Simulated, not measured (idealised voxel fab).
Proc. module: voxel wiring stack
In the cross-section labelled cut, the width is 250 nm and each square cell is 5 nm.
In what follows, cross-sections appear as grids of square cells, described through bands that run from the top down, where every band is one or more rows of cells.
Heights first: top, then bottom, in nm. Then materials, left to right, each with a width in nm. "throughout" on a single material: fills the band edge to edge. "empty": empty space.
The reference from which all heights are counted is 0, the level beneath which the as-received wafer is entirely one material; the lowest band, having no lower bound, proceeds downward and is written after the example "z 0 and below".
When a width is written as two numbers, as in "30 to 40", the first number is the width in the top row of cells of the band and the second is the width in its bottom row, and the width changes by the same amount from each row to the next.
"nothing altered" after a step means that no cell of the cross-section changed.
Any empty space of 8 cells or more lacking an open way to the top shows up in "Voids lacking openings" as width x height at distance, distance from the left edge, in nm.
Post-settings text on a step line: simulator's own remark regarding the step.
If you see "overlay nm" on a step's line and that step has a mask, it's telling you how far right of where it was planned the mask ended up; a negative number means it went left instead.
Intended process steps
1: RECEIVE, material Si
2: CONFORMAL_DEP, material SiO2, thk nm 10
3: DIRECTIONAL_DEP, material TiN, thk nm 5
4: DIRECTIONAL_DEP, material W, thk nm 25
5: PATTERN, tone cover, mask id METAL_1, material resist, width nm 30, pitch nm 55, thk nm 20, overlay nm 0
6: DIRECTIONAL_ETCH, etch materials W, depth nm 25
7: DIRECTIONAL_ETCH, etch materials TiN, depth nm 5
8: STRIP, etch materials resist
9: CONFORMAL_DEP, material SiN, thk nm 5
10: FILL_DEP, material SiO2, thk nm 10
11: CMP, height nm 40
12: CONFORMAL_DEP, material SiCN, thk nm 5
13: DIRECTIONAL_DEP, material SiO2, thk nm 30
14: PATTERN, tone open, mask id METAL_2_HOLES, material resist, width nm 15, pitch nm 55, thk nm 20, overlay nm 0
15: DIRECTIONAL_ETCH, etch materials SiO2, depth nm 30
16: STRIP, etch materials resist
17: PATTERN, tone open, mask id METAL_2, material resist, width nm 30, pitch nm 55, thk nm 20, overlay nm 0
18: DIRECTIONAL_ETCH, etch materials SiO2, depth nm 20
19: DIRECTIONAL_ETCH, etch materials SiCN, depth nm 5
20: STRIP, etch materials resist
21: CONFORMAL_DEP, material TiN, thk nm 5
22: FILL_DEP, material Ru, thk nm 5
23: CMP, height nm 75
24: CONFORMAL_DEP, material SiCN, thk nm 5
25: DIRECTIONAL_DEP, material SiO2, thk nm 35
26: MASKED_ETCH, tone open, mask id METAL_3_HOLES, width nm 15, pitch nm 55, etch materials SiO2, depth nm 35, overlay nm 0
27: MASKED_ETCH, tone open, mask id METAL_3, width nm 30, pitch nm 55, etch materials SiO2, depth nm 20, overlay nm 0
28: MASKED_ETCH, tone open, mask id METAL_3, width nm 30, pitch nm 55, etch materials SiCN, depth nm 5, overlay nm 0
29: CONFORMAL_DEP, material TiN, thk nm 5
30: FILL_DEP, material Cu, thk nm 10
31: CMP, height nm 115
32: CONFORMAL_DEP, material SiCN, thk nm 5
Delivered wafer in cross-section: state after step 1
	z 0 and below  Si throughout
	Voids lacking openings: none
Cross-section, first of two wafers, end of module, run as planned
	z 120 to 115  SiCN throughout
	z 115 to 100  80 SiO2, then 5 TiN, then 20 Cu, then 5 TiN, then 25 SiO2, then 5 TiN, then 20 Cu, then 5 TiN, then 85 SiO2
	z 100 to 95  80 SiO2, then 5 TiN, then 5 Cu, then 20 TiN, then 25 SiO2, then 5 TiN, then 5 Cu, then 20 TiN, then 85 SiO2
	z 95 to 80  80 SiO2, then 5 TiN, then 5 Cu, then 5 TiN, then 40 SiO2, then 5 TiN, then 5 Cu, then 5 TiN, then 100 SiO2
	z 80 to 75  80 SiCN, then 15 TiN, then 40 SiCN, then 15 TiN, then 100 SiCN
	z 75 to 60  80 SiO2, then 5 TiN, then 20 Ru, then 5 TiN, then 25 SiO2, then 5 TiN, then 20 Ru, then 5 TiN, then 85 SiO2
	z 60 to 55  80 SiO2, then 5 TiN, then 5 Ru, then 20 TiN, then 25 SiO2, then 5 TiN, then 5 Ru, then 20 TiN, then 85 SiO2
	z 55 to 45  80 SiO2, then 5 TiN, then 5 Ru, then 5 TiN, then 40 SiO2, then 5 TiN, then 5 Ru, then 5 TiN, then 100 SiO2
	z 45 to 40  80 SiCN, then 15 TiN, then 40 SiCN, then 15 TiN, then 100 SiCN
	z 40 to 15  75 SiO2, then 5 SiN, then 30 W, then 5 SiN, then 15 SiO2, then 5 SiN, then 30 W, then 5 SiN, then 80 SiO2
	z 15 to 10  80 SiN, then 30 TiN, then 25 SiN, then 30 TiN, then 85 SiN
	z 10 to 0  SiO2 throughout
	z 0 and below  Si throughout
	Voids lacking openings: none
Wafer two, sectioned after the module: the first wafer's start, the first wafer's plan, and one mistake in how it was run
	z 120 to 115  SiCN throughout
	z 115 to 100  80 SiO2, then 5 TiN, then 20 Cu, then 5 TiN, then 25 SiO2, then 5 TiN, then 20 Cu, then 5 TiN, then 85 SiO2
	z 100 to 95  80 SiO2, then 5 TiN, then 5 Cu, then 20 TiN, then 25 SiO2, then 5 TiN, then 5 Cu, then 20 TiN, then 85 SiO2
	z 95 to 80  80 SiO2, then 5 TiN, then 5 Cu, then 5 TiN, then 40 SiO2, then 5 TiN, then 5 Cu, then 5 TiN, then 100 SiO2
	z 80 to 75  80 SiCN, then 15 TiN, then 40 SiCN, then 15 TiN, then 100 SiCN
	z 75 to 60  80 SiO2, then 5 TiN, then 20 Ru, then 5 TiN, then 25 SiO2, then 5 TiN, then 20 Ru, then 5 TiN, then 85 SiO2
	z 60 to 55  80 SiO2, then 5 TiN, then 5 Ru, then 20 TiN, then 25 SiO2, then 5 TiN, then 5 Ru, then 20 TiN, then 85 SiO2
	z 55 to 45  80 SiO2, then 5 TiN, then 5 Ru, then 5 TiN, then 40 SiO2, then 5 TiN, then 5 Ru, then 5 TiN, then 100 SiO2
	z 45 to 40  80 SiCN, then 15 TiN, then 40 SiCN, then 15 TiN, then 100 SiCN
	z 40 to 15  85 SiO2, then 5 SiN, then 30 W, then 5 SiN, then 15 SiO2, then 5 SiN, then 30 W, then 5 SiN, then 70 SiO2
	z 15 to 10  90 SiN, then 30 TiN, then 25 SiN, then 30 TiN, then 75 SiN
	z 10 to 0  SiO2 throughout
	z 0 and below  Si throughout
	Voids lacking openings: none
what went wrong: step 5 did not use the planned setting and instead ran as PATTERN, tone cover, mask id METAL_1, material resist, width nm 30, pitch nm 55, thk nm 20, overlay nm 10
Final wafers compared: equal cell tally per material, rearranged layout.
